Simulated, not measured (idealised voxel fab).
Process module, titled voxel double patterning
Cross-section cut spans 250 nm and uses square cells 5 nm in size.
Reading order for cross-sections: top band down to bottom band. Underlying form: a grid of square cells. Band size: one or more rows of cells.
It is stipulated that each band's entry specify, in nanometres, the height of the top of the band and then that of its bottom, followed by the materials of the band in left-to-right sequence, each together with its width in nanometres. A single material marked by the word "throughout" is understood to fill the band from edge to edge; the word "blank" is understood to denote empty space.
The reference from which all heights are counted is 0, the level beneath which the as-received wafer is entirely one material; the lowest band, having no lower bound, proceeds downward and is written after the example "from 0 down".
You'd read "30 to 40" like this: the band's top row of cells is as wide as the first number, its bottom row is as wide as the second, and going down, every row changes width by the same amount as the row before did.
Basically "all unchanged" means that step didn't change any cell in the cross-section.
Reported under the label "Enclosed void listing" are the empty spaces having no open way to the top and comprising 8 cells or more; the notation for each is width x height at distance, in which the distance is measured from the left edge and all three values are in nm.
The remark found on a step's line after its settings is issued by the simulator itself and pertains to that step.
The "overlay nm" setting may appear on a step's line; for a step that uses a mask, it gives how far to the right of its planned position the mask lay, and a negative value indicates the left.
## Steps planned for the process
step 1: RECEIVE,material Si
step 2: CONFORMAL_DEP,material SiO2,thk nm 5
step 3: DIRECTIONAL_DEP,material polySi,thk nm 10
step 4: DIRECTIONAL_DEP,material SiCN,thk nm 10
step 5: DIRECTIONAL_DEP,material aC,thk nm 10
step 6: PATTERN,tone open,mask id FIRST,material resist,width nm 15,pitch nm 50,thk nm 25,overlay nm 0
step 7: DIRECTIONAL_ETCH,etch materials aC,depth nm 10
step 8: STRIP,etch materials resist
step 9: DIRECTIONAL_ETCH,etch materials SiCN,depth nm 10
step 10: STRIP,etch materials aC
step 11: PATTERN,tone open,mask id SECOND,material resist,width nm 15,pitch nm 50,thk nm 20,overlay nm 0
step 12: DIRECTIONAL_ETCH,etch materials SiCN,depth nm 10
step 13: STRIP,etch materials resist
step 14: DIRECTIONAL_ETCH,etch materials polySi,depth nm 10
step 15: STRIP,etch materials SiCN
## Here's what the wafer looked like in cross-section when it arrived - that's after step 1
- from 0 down  Si throughout
- Enclosed void listing: none
## Here's the cross-section of the first of our two wafers at the end of the module - it ran as planned
- from 15 to 5  65 nm polySi; 15 nm blank; 10 nm polySi; 15 nm blank; 10 nm polySi; 15 nm blank; 10 nm polySi; 15 nm blank; 10 nm polySi; 15 nm blank; 70 nm polySi
- from 5 to 0  SiO2 throughout
- from 0 down  Si throughout
- Enclosed void listing: none
## Cross-sectional view of the second of two wafers upon completion of the module. This wafer shared its starting condition and process plan with the first; one error was made during its execution
- from 10 to 5  65 nm polySi; 15 nm blank; 10 nm polySi; 15 nm blank; 10 nm polySi; 15 nm blank; 10 nm polySi; 15 nm blank; 10 nm polySi; 15 nm blank; 70 nm polySi
- from 5 to 0  SiO2 throughout
- from 0 down  Si throughout
- Enclosed void listing: none
Finding, execution versus plan: step 3 ran with different settings than intended, the actual operation and settings being DIRECTIONAL_DEP,material polySi,thk nm 5
At the finish, the second wafer shows more or fewer cells for some materials than the first does: polySi -35
